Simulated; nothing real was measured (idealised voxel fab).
The following process module bears the name voxel self aligned vias.
The cross-section on display is named cut; it measures 175 nm wide, and its cells are 5 nm squares.
The cross-sections in this document take the form of a grid made of square cells. They are written out as bands, in order from top to bottom. Each band consists of one or more rows of cells. Basically the band line says how high the top is and how high the bottom is, in nm, and then what's in it from left to right, every material with its width in nm. Empty space shows up as "empty", and if a single material carries "all across" it runs the full band edge to edge. Basically, 0 is our baseline, since under it the wafer straight out of the box is all one material. The bottom band has no lower end and keeps on going down, so it looks like "from 0 down". So if you see something like "30..40" for the width, read it as the top row of the band sitting at the first number and the bottom row at the second, with every row in between moving by the same amount as the last. What does "changes: none" mean for a step? It means no cell of the cross-section changed in that step. Each empty space that has no open way to the top and spans at least 8 cells appears under "Trapped cavities" as width x height at distance, the distance counted from the left edge, all in nm. It should be noted that, on the line of a given step, the content following the step's settings is a remark produced by the simulator itself with respect to that step. "overlay nm", when on a step's line for a step with a mask, measures how far to the right of its planned place the mask lay; a negative measure means to the left.

[Intended process steps]
1,RECEIVE (material Si)
2,CONFORMAL_DEP (material SiO2; thk nm 10)
3,CONFORMAL_DEP (material SiCN; thk nm 5)
4,DIRECTIONAL_DEP (material SiO2; thk nm 25)
5,PATTERN (tone open; mask id LINES; material resist; width nm 30; pitch nm 65; thk nm 20; overlay nm 0)
6,DIRECTIONAL_ETCH (etch materials SiO2; depth nm 25)
7,STRIP (etch materials resist)
8,CONFORMAL_DEP (material TiN; thk nm 5)
9,FILL_DEP (material W; thk nm 10)
10,CMP (height nm 40)
11,SELECTIVE_ETCH (etch materials W Ru TiN; depth nm 10)
12,FILL_DEP (material SiN; thk nm 10)
13,CMP (height nm 40)
14,DIRECTIONAL_DEP (material SiO2; thk nm 15)
15,DIRECTIONAL_DEP (material aC; thk nm 10)
16,PATTERN (tone open; mask id VIAS; material resist; width nm 50; thk nm 25; overlay nm -15)
17,DIRECTIONAL_ETCH (etch materials aC; depth nm 10)
18,STRIP (etch materials resist)
19,DIRECTIONAL_ETCH (etch materials SiO2; depth nm 15)
20,DIRECTIONAL_ETCH (etch materials SiN; depth nm 10)
21,STRIP (etch materials aC)
22,CONFORMAL_DEP (material TiN; thk nm 5)
23,FILL_DEP (material Ru; thk nm 10)
24,CMP (height nm 55)
25,CONFORMAL_DEP (material SiN; thk nm 5)
The plan shows the overlay nm of step 16 as the first wafer had it; this setting differs between the wafers, which start out alike.

[As received, i.e. after step 1: cross-section through the first of several wafers]
	from 0 down = Si all across
	Trapped cavities: none

[first wafer at the end, after step 25]
	from 60 to 55 = SiN all across
	from 55 to 45 = 15 of SiO2, then 5 of TiN, then 40 of Ru, then 5 of TiN, then 110 of SiO2
	from 45 to 40 = 15 of SiO2, then 30 of TiN, then 15 of Ru, then 5 of TiN, then 110 of SiO2
	from 40 to 35 = 40 of SiO2, then 5 of TiN, then 15 of Ru, then 5 of TiN, then 5 of SiN, then 35 of SiO2, then 30 of SiN, then 40 of SiO2
	from 35 to 30 = 40 of SiO2, then 25 of TiN, then 5 of SiN, then 35 of SiO2, then 30 of SiN, then 40 of SiO2
	from 30 to 20 = 40 of SiO2, then 5 of TiN, then 20 of W, then 5 of TiN, then 35 of SiO2, then 5 of TiN, then 20 of W, then 5 of TiN, then 40 of SiO2
	from 20 to 15 = 40 of SiO2, then 30 of TiN, then 35 of SiO2, then 30 of TiN, then 40 of SiO2
	from 15 to 10 = SiCN all across
	from 10 to 0 = SiO2 all across
	from 0 down = Si all across
	Trapped cavities: none

[Wafer cross-section (last wafer, module end)]
	from 60 to 55 = SiN all across
	from 55 to 45 = 45 of SiO2, then 5 of TiN, then 40 of Ru, then 5 of TiN, then 80 of SiO2
	from 45 to 40 = 45 of SiO2, then 5 of TiN, then 15 of Ru, then 30 of TiN, then 80 of SiO2
	from 40 to 35 = 40 of SiO2, then 5 of SiN, then 5 of TiN, then 15 of Ru, then 5 of TiN, then 35 of SiO2, then 30 of SiN, then 40 of SiO2
	from 35 to 30 = 40 of SiO2, then 5 of SiN, then 25 of TiN, then 35 of SiO2, then 30 of SiN, then 40 of SiO2
	from 30 to 20 = 40 of SiO2, then 5 of TiN, then 20 of W, then 5 of TiN, then 35 of SiO2, then 5 of TiN, then 20 of W, then 5 of TiN, then 40 of SiO2
	from 20 to 15 = 40 of SiO2, then 30 of TiN, then 35 of SiO2, then 30 of TiN, then 40 of SiO2
	from 15 to 10 = SiCN all across
	from 10 to 0 = SiO2 all across
	from 0 down = Si all across
	Trapped cavities: none

[Basically each wafer gets a line in the table, showing it at the end of the module: material by material, the cells it gained (+) or lost (-) since we got it, then its closed voids]
overlay nm -15, +22 Ru, +35 SiCN, +49 SiN, +260 SiO2, +38 TiN, +16 W, Trapped cavities: none
overlay nm -10, +24 Ru, +35 SiCN, +47 SiN, +260 SiO2, +38 TiN, +16 W, Trapped cavities: none
overlay nm -5, +24 Ru, +35 SiCN, +47 SiN, +260 SiO2, +38 TiN, +16 W, Trapped cavities: none
overlay nm 0, +24 Ru, +35 SiCN, +47 SiN, +260 SiO2, +38 TiN, +16 W, Trapped cavities: none
overlay nm 5, +24 Ru, +35 SiCN, +47 SiN, +260 SiO2, +38 TiN, +16 W, Trapped cavities: none
overlay nm 10, +24 Ru, +35 SiCN, +47 SiN, +260 SiO2, +38 TiN, +16 W, Trapped cavities: none
overlay nm 15, +22 Ru, +35 SiCN, +49 SiN, +260 SiO2, +38 TiN, +16 W, Trapped cavities: none
